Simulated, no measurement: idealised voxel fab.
The document below concerns the process module designated voxel tone inversion.
Displayed cross-section: cut, width of 180 nm, square cells sized 5 nm.
Heads up, the way a cross-section reads in here is a grid of square cells, handed over as bands from the top down, with every band being one or more rows of cells.
Each band's line starts with the height of the band's top and of its bottom, in nm. Then come its materials from left to right, each with its width in nm. One material with "all across" fills the band from edge to edge. "empty" is empty space.
Beneath 0, the wafer as received is one material, and that level is where height counting begins. The lowest band goes on downward without a bottom; it is written like "from 0 down".
Graded width ("30..40"): value in top row of band = first number; value in bottom row = second number; row-to-row change constant.
The cross-section has no changed cell in any step marked "everything unchanged".
"Closed void table" means: voids of 8 cells or more that are shut off from the top with no open way through. Written width x height at distance, distance from the left edge, in nm.
The remark found on a step's line after its settings is issued by the simulator itself and pertains to that step.
When a step includes a mask, the "overlay nm" setting on its line states how far to the right of its planned place that mask lay, and negative values state how far to the left.

[Steps in the process plan]
1: RECEIVE [material Si]
2: CONFORMAL_DEP [material SiCN] [thk nm 10]
3: DIRECTIONAL_DEP [material polySi] [thk nm 25]
4: PATTERN [tone cover] [mask id POSTS] [material resist] [width nm 15] [pitch nm 35] [thk nm 30] [overlay nm 0]
5: DIRECTIONAL_ETCH [etch materials polySi] [depth nm 25]
6: STRIP [etch materials resist]
7: FILL_DEP [material SiO2] [thk nm 5]
8: CMP [height nm 35]
9: STRIP [etch materials polySi]
10: CONFORMAL_DEP [material TiN] [thk nm 5]
11: FILL_DEP [material W] [thk nm 10]
12: CMP [height nm 35]
13: CONFORMAL_DEP [material SiCN] [thk nm 5]

[Cross-section of the wafer as it came to us, i.e., already through step 1]
- from 0 down  Si all across
- Closed void table: none

[Wafer cross-section at end of module: start and plan as shown above, one execution error]
- from 40 to 35  SiCN all across
- from 35 to 15  W 65 nm | TiN 5 nm | W 5 nm | TiN 5 nm | W 20 nm | TiN 5 nm | W 5 nm | TiN 5 nm | W 65 nm
- from 15 to 10  W 65 nm | TiN 15 nm | W 20 nm | TiN 15 nm | W 65 nm
- from 10 to 0  SiCN all across
- from 0 down  Si all across
- Closed void table: none
Finding, execution versus plan: step 7 was run on a setting that differed from the plan, and what really ran there is FILL_DEP [material W] [thk nm 5]
